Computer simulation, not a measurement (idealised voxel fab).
Process module heading - voxel wiring stack
cross-section cut | 260 nm wide | cells 5 nm
A cross-section in this document is a grid of square cells, and it is written down as bands, the top band listed before the ones below it; a band is made up of one or more rows of cells.
Per band: top height and bottom height in nm, followed by the left-to-right materials and their widths in nm; "full width" marks a single material spanning edge to edge, "blank" marks empty space.
Height is counted from the level 0, under which the received wafer is composed throughout of one material. The lowest of the bands is not closed at the bottom but continues downward, in the notation "0 nm and below".
So if you see something like "30 to 40" for the width, read it as the top row of the band sitting at the first number and the bottom row at the second, with every row in between moving by the same amount as the last.
It should be understood that the words "left unchanged", when stated for a given step, signify that the cross-section underwent no change in any of its cells during that step.
Empty spaces counting at least 8 cells and having no open way to the top are listed in "Fully closed voids". The notation width x height at distance is used for each, the distance being from the left edge and all three values in nm.
It should be noted that, on the line of a given step, the content following the step's settings is a remark produced by the simulator itself with respect to that step.
overlay nm: step with mask; distance mask lay right of planned place; negative value = left of planned place.

-- Process steps - plan
| 1 | RECEIVE (material Si) |
| 2 | CONFORMAL_DEP (material SiO2; thk nm 15) |
| 3 | DIRECTIONAL_DEP (material TiN; thk nm 5) |
| 4 | DIRECTIONAL_DEP (material Ru; thk nm 25) |
| 5 | PATTERN (tone cover; mask id METAL_1; material resist; width nm 30; pitch nm 45; thk nm 15; overlay nm 0) |
| 6 | DIRECTIONAL_ETCH (etch materials Ru; depth nm 25) |
| 7 | DIRECTIONAL_ETCH (etch materials TiN; depth nm 5) |
| 8 | STRIP (etch materials resist) |
| 9 | CONFORMAL_DEP (material SiCN; thk nm 5) |
| 10 | FILL_DEP (material SiO2; thk nm 5) |
| 11 | CMP (height nm 45) |
| 12 | CONFORMAL_DEP (material SiCN; thk nm 5) |
| 13 | DIRECTIONAL_DEP (material lowk; thk nm 20) |
| 14 | MASKED_ETCH (tone open; mask id PLUG_1; width nm 15; pitch nm 90; etch materials lowk; depth nm 20; overlay nm 0) |
| 15 | MASKED_ETCH (tone open; mask id PLUG_1; width nm 15; pitch nm 90; etch materials SiCN; depth nm 5; overlay nm 0) |
| 16 | EPI (material Ru; thk nm 10) |
| 17 | EPI (material Ru; thk nm 10) |
| 18 | EPI (material Ru; thk nm 5) |
| 19 | CONFORMAL_DEP (material SiN; thk nm 5) |
| 20 | DIRECTIONAL_DEP (material SiO2; thk nm 25) |
| 21 | DIRECTIONAL_DEP (material aC; thk nm 15) |
| 22 | PATTERN (tone open; mask id METAL_2; material resist; width nm 30; pitch nm 45; thk nm 35; overlay nm 0) |
| 23 | DIRECTIONAL_ETCH (etch materials aC; depth nm 15) |
| 24 | STRIP (etch materials resist) |
| 25 | DIRECTIONAL_ETCH (etch materials SiO2; depth nm 25) |
| 26 | DIRECTIONAL_ETCH (etch materials SiN; depth nm 5) |
| 27 | STRIP (etch materials aC) |
| 28 | CONFORMAL_DEP (material TiN; thk nm 5) |
| 29 | FILL_DEP (material Ru; thk nm 10) |
| 30 | CMP (height nm 100) |
| 31 | EPI (material Ru; thk nm 5) |
| 32 | FILL_DEP (material SiCN; thk nm 5) |
| 33 | DIRECTIONAL_DEP (material lowk; thk nm 25) |
| 34 | PATTERN (tone open; mask id METAL_3; material resist; width nm 30; pitch nm 45; thk nm 20; overlay nm 0) |
| 35 | DIRECTIONAL_ETCH (etch materials lowk; depth nm 15) |
| 36 | STRIP (etch materials resist) |
| 37 | DIRECTIONAL_DEP (material aC; thk nm 15) |
| 38 | PATTERN (tone open; mask id METAL_3_HOLES; material resist; width nm 15; pitch nm 45; thk nm 30; overlay nm 0) |
| 39 | DIRECTIONAL_ETCH (etch materials aC; depth nm 15) |
| 40 | STRIP (etch materials resist) |
| 41 | DIRECTIONAL_ETCH (etch materials lowk; depth nm 10) |
| 42 | DIRECTIONAL_ETCH (etch materials SiCN; depth nm 5) |
| 43 | STRIP (etch materials aC) |
| 44 | CONFORMAL_DEP (material TiN; thk nm 5) |
| 45 | FILL_DEP (material Cu; thk nm 5) |
| 46 | CMP (height nm 135) |
| 47 | CONFORMAL_DEP (material SiN; thk nm 5) |

-- Here's what the wafer looked like in cross-section when it arrived - that's after step 1
  0 nm and below: Si full width
  Fully closed voids: none

-- This is how the wafer looks in cross-section once the module is done, given the starting state and plan above and one mistake in carrying the plan out
  140 nm to 135 nm: SiN full width
  135 nm to 125 nm: lowk 70 nm / TiN 5 nm / Cu 20 nm / TiN 5 nm / lowk 15 nm / TiN 5 nm / Cu 20 nm / TiN 5 nm / lowk 15 nm / TiN 5 nm / Cu 20 nm / TiN 5 nm / lowk 70 nm
  125 nm to 120 nm: lowk 70 nm / TiN 5 nm / Cu 5 nm / TiN 20 nm / lowk 15 nm / TiN 5 nm / Cu 5 nm / TiN 20 nm / lowk 15 nm / TiN 5 nm / Cu 5 nm / TiN 20 nm / lowk 70 nm
  120 nm to 110 nm: lowk 70 nm / TiN 5 nm / Cu 5 nm / TiN 5 nm / lowk 30 nm / TiN 5 nm / Cu 5 nm / TiN 5 nm / lowk 30 nm / TiN 5 nm / Cu 5 nm / TiN 5 nm / lowk 85 nm
  110 nm to 105 nm: SiCN 70 nm / TiN 15 nm / SiCN 30 nm / TiN 15 nm / SiCN 30 nm / TiN 15 nm / SiCN 85 nm
  105 nm to 100 nm: Ru full width
  100 nm to 95 nm: TiN 75 nm / Ru 20 nm / TiN 25 nm / Ru 20 nm / TiN 25 nm / Ru 20 nm / TiN 75 nm
  95 nm to 70 nm: SiO2 70 nm / TiN 5 nm / Ru 20 nm / TiN 5 nm / SiO2 15 nm / TiN 5 nm / Ru 20 nm / TiN 5 nm / SiO2 15 nm / TiN 5 nm / Ru 20 nm / TiN 5 nm / SiO2 70 nm
  70 nm to 65 nm: SiN 70 nm / TiN 30 nm / SiN 15 nm / TiN 30 nm / SiN 15 nm / TiN 30 nm / SiN 70 nm
  65 nm to 45 nm: lowk 70 nm / Ru 15 nm / lowk 75 nm / Ru 15 nm / lowk 85 nm
  45 nm to 40 nm: SiCN 70 nm / Ru 15 nm / SiCN 75 nm / Ru 15 nm / SiCN 85 nm
  40 nm to 20 nm: SiO2 65 nm / SiCN 5 nm / Ru 30 nm / SiCN 5 nm / SiO2 5 nm / SiCN 5 nm / Ru 30 nm / SiCN 5 nm / SiO2 5 nm / SiCN 5 nm / Ru 30 nm / SiCN 5 nm / SiO2 65 nm
  20 nm to 15 nm: SiCN 70 nm / TiN 30 nm / SiCN 15 nm / TiN 30 nm / SiCN 15 nm / TiN 30 nm / SiCN 70 nm
  15 nm to 0 nm: SiO2 full width
  0 nm and below: Si full width
  Fully closed voids: none
Deviation noted in wafer processing: step 11 ran differently from the plan; actual operation with settings: CMP (height nm 40)
